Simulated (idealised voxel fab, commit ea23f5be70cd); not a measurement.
process module | voxel self aligned vias
cross-section cut | 150 nm wide | cells 5 nm
A cross-section is a grid of square cells, given in bands from the top down. A band is one or more rows of cells.
Each band's line starts with the height of the band's top and of its bottom, in nm. Then come its materials from left to right, each with its width in nm. One material with "throughout" fills the band from edge to edge. "air" is empty space.
Height 0 is the level under which the wafer as received is all one material. The lowest band goes on downwards, as in "0 down".
A width such as "30 to 40" changes by the same amount from each row of cells to the next, from the band's top row to its bottom row.
"no change" after a step means that no cell of the cross-section changed.
closed voids: empty space of 8 cells or more with no open way to the top, each as width x height at its distance from the left edge, in nm
after a step's settings: what the simulator itself notes on the step
overlay nm, on a step with a mask: how far to the right of its planned place the mask lay; to the left if negative
plan
1 op RECEIVE | material Si
2 op CONFORMAL_DEP | material SiO2 | thk nm 10
3 op CONFORMAL_DEP | material SiCN | thk nm 5
4 op DIRECTIONAL_DEP | material SiO2 | thk nm 30
5 op MASKED_ETCH | tone open | mask id LINES | width nm 30 | pitch nm 55 | etch materials SiO2 | depth nm 30 | overlay nm 0
6 op CONFORMAL_DEP | material TiN | thk nm 5
7 op FILL_DEP | material Ru | thk nm 5
8 op CMP | height nm 45
9 op SELECTIVE_ETCH | etch materials W Ru TiN | depth nm 10
10 op FILL_DEP | material SiN | thk nm 10
11 op CMP | height nm 45
12 op DIRECTIONAL_DEP | material SiO2 | thk nm 15
13 op PATTERN | tone open | mask id VIAS | material resist | width nm 30 | thk nm 20 | overlay nm 0
14 op DIRECTIONAL_ETCH | etch materials SiO2 | depth nm 15
15 op DIRECTIONAL_ETCH | etch materials SiN | depth nm 10
16 op STRIP | etch materials resist
17 op CONFORMAL_DEP | material TiN | thk nm 5
18 op FILL_DEP | material Cu | thk nm 5
19 op CMP | height nm 60
20 op CONFORMAL_DEP | material SiCN | thk nm 5
varied across the wafers: width nm of step 13. The plan shows the first wafer's value. All wafers start alike
first wafer as received, after step 1
  0 down: Si throughout
  closed voids: none
each wafer at the end: cells of each material gained (+) or lost (-) since it was received, then its closed voids
width nm 30 | +16 Cu | +24 Ru | +60 SiCN | +12 SiN | +240 SiO2 | +38 TiN | closed voids: none
width nm 35 | +18 Cu | +24 Ru | +60 SiCN | +12 SiN | +237 SiO2 | +39 TiN | closed voids: none
width nm 40 | +20 Cu | +24 Ru | +60 SiCN | +12 SiN | +234 SiO2 | +40 TiN | closed voids: none
width nm 45 | +22 Cu | +24 Ru | +60 SiCN | +12 SiN | +231 SiO2 | +41 TiN | closed voids: none
width nm 50 | +24 Cu | +24 Ru | +60 SiCN | +12 SiN | +228 SiO2 | +42 TiN | closed voids: none
width nm 55 | +26 Cu | +24 Ru | +60 SiCN | +12 SiN | +225 SiO2 | +43 TiN | closed voids: none
